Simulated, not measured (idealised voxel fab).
process module | voxel released beams
cross-section cut | 205 nm wide | cells 5 nm
A cross-section is a grid of square cells, given in bands from the top down. A band is one or more rows of cells.
Each band's line starts with the height of the band's top and of its bottom, in nm. Then come its materials from left to right, each with its width in nm. One material with "throughout" fills the band from edge to edge. "air" is empty space.
Height 0 is the level under which the wafer as received is all one material. The lowest band goes on downwards, as in "0 down".
A width such as "30 to 40" changes by the same amount from each row of cells to the next, from the band's top row to its bottom row.
"no change" after a step means that no cell of the cross-section changed.
closed voids: empty space of 8 cells or more with no open way to the top, each as width x height at its distance from the left edge, in nm
after a step's settings: what the simulator itself notes on the step
overlay nm, on a step with a mask: how far to the right of its planned place the mask lay; to the left if negative
plan
1 op RECEIVE | material Si
2 op CONFORMAL_DEP | material Al2O3 | thk nm 10
3 op DIRECTIONAL_DEP | material SiO2 | thk nm 15
4 op DIRECTIONAL_DEP | material aC | thk nm 10
5 op PATTERN | tone open | mask id ANCHOR | material resist | width nm 30 | thk nm 30 | overlay nm 0
6 op DIRECTIONAL_ETCH | etch materials aC | depth nm 10
7 op STRIP | etch materials resist
8 op DIRECTIONAL_ETCH | etch materials SiO2 | depth nm 15
9 op STRIP | etch materials aC
10 op CONFORMAL_DEP | material SiN | thk nm 10
11 op PATTERN | tone cover | mask id BEAM | material resist | width nm 90 | thk nm 20 | overlay nm 0
12 op DIRECTIONAL_ETCH | etch materials SiN | depth nm 10
13 op STRIP | etch materials resist
14 op STRIP | etch materials SiO2
varied across the wafers: width nm of step 11. The plan shows the first wafer's value. All wafers start alike
first wafer as received, after step 1
  0 down: Si throughout
  closed voids: none
each wafer at the end: cells of each material gained (+) or lost (-) since it was received, then its closed voids
width nm 90 | +82 Al2O3 | +48 SiN | closed voids: none
width nm 95 | +82 Al2O3 | +50 SiN | closed voids: none
width nm 100 | +82 Al2O3 | +52 SiN | closed voids: none
width nm 105 | +82 Al2O3 | +54 SiN | closed voids: none
width nm 110 | +82 Al2O3 | +56 SiN | closed voids: none
width nm 115 | +82 Al2O3 | +58 SiN | closed voids: none
